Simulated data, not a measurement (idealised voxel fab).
A process module follows: voxel fin reveal.
The figure presents cross-section cut, which has a width of 275 nm and is divided into square cells with an edge length of 5 nm.
Each cross-section below is a grid of square cells, stated as bands in top-down order, with one or more rows of cells making up each band.
Read a band's entry like this: the first values are the height of its top and the height of its bottom in nm, and what follows is the sequence of materials from left to right, each with its width in nm. Note that "air" is empty space, and that a single material marked "throughout" reaches across the band from edge to edge.
Zero point of the height axis is 0; under it, received wafer = one material. Lowest band: continues down indefinitely, "0 down".
Top row gets the first number, bottom row gets the second, and each row in between changes by the same step: that is how a band width like "30->40" works.
The designation "remained unchanged", where it is given for a processing step, indicates that no cell of the cross-section was altered in the course of that step.
Listed in "Listed closed voids": every empty space of 8 or more cells without an open way to the top. Form: width x height at distance, the distance being from the left edge, all in nm.
The remark found on a step's line after its settings is issued by the simulator itself and pertains to that step.
overlay nm: right-of-plan distance of the mask on a masked step; negative values mean left-of-plan.

-- This section lists the process steps that were planned
1. RECEIVE | material Si
2. CONFORMAL_DEP | material SiN | thk nm 5
3. DIRECTIONAL_DEP | material aC | thk nm 10
4. PATTERN | tone cover | mask id FINS | material resist | width nm 15 | pitch nm 35 | thk nm 25 | overlay nm 0
5. DIRECTIONAL_ETCH | etch materials aC | depth nm 10
6. STRIP | etch materials resist
7. DIRECTIONAL_ETCH | etch materials SiN | depth nm 5
8. DIRECTIONAL_ETCH | etch materials Si | depth nm 35
9. STRIP | etch materials aC
10. FILL_DEP | material SiO2 | thk nm 5
11. CMP | height nm 5
12. SELECTIVE_ETCH | etch materials SiO2 | depth nm 15
13. STRIP | etch materials SiN
14. CONFORMAL_DEP | material SiO2 | thk nm 5

-- Below: the first of two wafers, run as planned

-- As-received state of the wafer in cross-section, equivalent to post-step 1
* 0 down: Si throughout
* Listed closed voids: none

-- Wafer xsec, post step 2
* 5 to 0: SiN throughout
* Below 0, no change.

-- Wafer xsec, post step 3
* 15 to 5: aC throughout
* Below 5, no change.

-- Wafer xsec, post step 4
* 40 to 15: 95 nm air | 15 nm resist | 20 nm air | 15 nm resist | 20 nm air | 15 nm resist | 95 nm air
* Below 15, no change.

-- Wafer xsec, post step 5
* 30 to 15: 95 nm air | 15 nm resist | 20 nm air | 15 nm resist | 20 nm air | 15 nm resist | 95 nm air
* 15 to 5: 95 nm air | 15 nm aC | 20 nm air | 15 nm aC | 20 nm air | 15 nm aC | 95 nm air
* Below 5, no change.

-- Wafer xsec, post step 6
* 15 to 5: 95 nm air | 15 nm aC | 20 nm air | 15 nm aC | 20 nm air | 15 nm aC | 95 nm air
* Below 5, no change.

-- Wafer xsec, post step 7
* 15 to 5: 95 nm air | 15 nm aC | 20 nm air | 15 nm aC | 20 nm air | 15 nm aC | 95 nm air
* 5 to 0: 95 nm air | 15 nm SiN | 20 nm air | 15 nm SiN | 20 nm air | 15 nm SiN | 95 nm air
* Below 0, no change.

-- Wafer xsec, post step 8
* 15 to 5: 95 nm air | 15 nm aC | 20 nm air | 15 nm aC | 20 nm air | 15 nm aC | 95 nm air
* 5 to 0: 95 nm air | 15 nm SiN | 20 nm air | 15 nm SiN | 20 nm air | 15 nm SiN | 95 nm air
* 0 to -35: 95 nm air | 15 nm Si | 20 nm air | 15 nm Si | 20 nm air | 15 nm Si | 95 nm air
* Below -35, no change.

-- Wafer xsec, post step 9
* 5 to 0: 95 nm air | 15 nm SiN | 20 nm air | 15 nm SiN | 20 nm air | 15 nm SiN | 95 nm air
* Below 0, no change.

-- Wafer xsec, post step 10
* 10 to 5: SiO2 throughout
* 5 to 0: 95 nm SiO2 | 15 nm SiN | 20 nm SiO2 | 15 nm SiN | 20 nm SiO2 | 15 nm SiN | 95 nm SiO2
* 0 to -35: 95 nm SiO2 | 15 nm Si | 20 nm SiO2 | 15 nm Si | 20 nm SiO2 | 15 nm Si | 95 nm SiO2
* Below -35, no change.

-- Wafer xsec, post step 11
* 5 to 0: 95 nm SiO2 | 15 nm SiN | 20 nm SiO2 | 15 nm SiN | 20 nm SiO2 | 15 nm SiN | 95 nm SiO2
* Below 0, no change.

-- Wafer xsec, post step 12
* 5 to 0: 95 nm air | 15 nm SiN | 20 nm air | 15 nm SiN | 20 nm air | 15 nm SiN | 95 nm air
* 0 to -10: 95 nm air | 15 nm Si | 20 nm air | 15 nm Si | 20 nm air | 15 nm Si | 95 nm air
* Below -10, no change.

-- Wafer xsec, post step 13
* 0 to -10: 95 nm air | 15 nm Si | 20 nm air | 15 nm Si | 20 nm air | 15 nm Si | 95 nm air
* Below -10, no change.

-- Wafer xsec, post step 14
* 5 to 0: 90 nm air | 25 nm SiO2 | 10 nm air | 25 nm SiO2 | 10 nm air | 25 nm SiO2 | 90 nm air
* 0 to -5: 90 nm air | 5 nm SiO2 | 15 nm Si | 5 nm SiO2 | 10 nm air | 5 nm SiO2 | 15 nm Si | 5 nm SiO2 | 10 nm air | 5 nm SiO2 | 15 nm Si | 5 nm SiO2 | 90 nm air
* -5 to -35: 95 nm SiO2 | 15 nm Si | 20 nm SiO2 | 15 nm Si | 20 nm SiO2 | 15 nm Si | 95 nm SiO2
* Below -35, no change.

-- Second wafer: same start and same plan as the first, one execution error; identical to the first through step 3

-- Cross-sectional view of the second wafer at the intended end time of process step 4
* 40 to 15: 95 nm resist | 15 nm air | 20 nm resist | 15 nm air | 20 nm resist | 15 nm air | 95 nm resist
* Below 15, no change.

-- Cross-sectional view of the second wafer at the intended end time of process step 5
* 30 to 15: 95 nm resist | 15 nm air | 20 nm resist | 15 nm air | 20 nm resist | 15 nm air | 95 nm resist
* 15 to 5: 95 nm aC | 15 nm air | 20 nm aC | 15 nm air | 20 nm aC | 15 nm air | 95 nm aC
* Below 5, no change.

-- Cross-sectional view of the second wafer at the intended end time of process step 6
* 15 to 5: 95 nm aC | 15 nm air | 20 nm aC | 15 nm air | 20 nm aC | 15 nm air | 95 nm aC
* Below 5, no change.

-- Cross-sectional view of the second wafer at the intended end time of process step 7
* 15 to 5: 95 nm aC | 15 nm air | 20 nm aC | 15 nm air | 20 nm aC | 15 nm air | 95 nm aC
* 5 to 0: 95 nm SiN | 15 nm air | 20 nm SiN | 15 nm air | 20 nm SiN | 15 nm air | 95 nm SiN
* Below 0, no change.

-- Cross-sectional view of the second wafer at the intended end time of process step 8
* 15 to 5: 95 nm aC | 15 nm air | 20 nm aC | 15 nm air | 20 nm aC | 15 nm air | 95 nm aC
* 5 to 0: 95 nm SiN | 15 nm air | 20 nm SiN | 15 nm air | 20 nm SiN | 15 nm air | 95 nm SiN
* 0 to -35: 95 nm Si | 15 nm air | 20 nm Si | 15 nm air | 20 nm Si | 15 nm air | 95 nm Si
* Below -35, no change.

-- Cross-sectional view of the second wafer at the intended end time of process step 9
* 5 to 0: 95 nm SiN | 15 nm air | 20 nm SiN | 15 nm air | 20 nm SiN | 15 nm air | 95 nm SiN
* Below 0, no change.

-- Cross-sectional view of the second wafer at the intended end time of process step 10
* 10 to 5: SiO2 throughout
* 5 to 0: 95 nm SiN | 15 nm SiO2 | 20 nm SiN | 15 nm SiO2 | 20 nm SiN | 15 nm SiO2 | 95 nm SiN
* 0 to -35: 95 nm Si | 15 nm SiO2 | 20 nm Si | 15 nm SiO2 | 20 nm Si | 15 nm SiO2 | 95 nm Si
* Below -35, no change.

-- Cross-sectional view of the second wafer at the intended end time of process step 11
* 5 to 0: 95 nm SiN | 15 nm SiO2 | 20 nm SiN | 15 nm SiO2 | 20 nm SiN | 15 nm SiO2 | 95 nm SiN
* Below 0, no change.

-- Cross-sectional view of the second wafer at the intended end time of process step 12
* 5 to 0: 95 nm SiN | 15 nm air | 20 nm SiN | 15 nm air | 20 nm SiN | 15 nm air | 95 nm SiN
* 0 to -10: 95 nm Si | 15 nm air | 20 nm Si | 15 nm air | 20 nm Si | 15 nm air | 95 nm Si
* Below -10, no change.

-- Cross-sectional view of the second wafer at the intended end time of process step 13
* 0 to -10: 95 nm Si | 15 nm air | 20 nm Si | 15 nm air | 20 nm Si | 15 nm air | 95 nm Si
* Below -10, no change.

-- Cross-sectional view of the second wafer at the intended end time of process step 14
* 5 to 0: 100 nm SiO2 | 5 nm air | 30 nm SiO2 | 5 nm air | 30 nm SiO2 | 5 nm air | 100 nm SiO2
* 0 to -5: 95 nm Si | 5 nm SiO2 | 5 nm air | 5 nm SiO2 | 20 nm Si | 5 nm SiO2 | 5 nm air | 5 nm SiO2 | 20 nm Si | 5 nm SiO2 | 5 nm air | 5 nm SiO2 | 95 nm Si
* -5 to -35: 95 nm Si | 15 nm SiO2 | 20 nm Si | 15 nm SiO2 | 20 nm Si | 15 nm SiO2 | 95 nm Si
* Below -35, no change.
The mistake made against the process plan was this: step 4 ran as: PATTERN | tone open | mask id FINS | material resist | width nm 15 | pitch nm 35 | thk nm 25 | overlay nm 0
End of process, cell counts, second wafer against first, materials with more or fewer: 259 more of Si | 185 fewer of SiO2
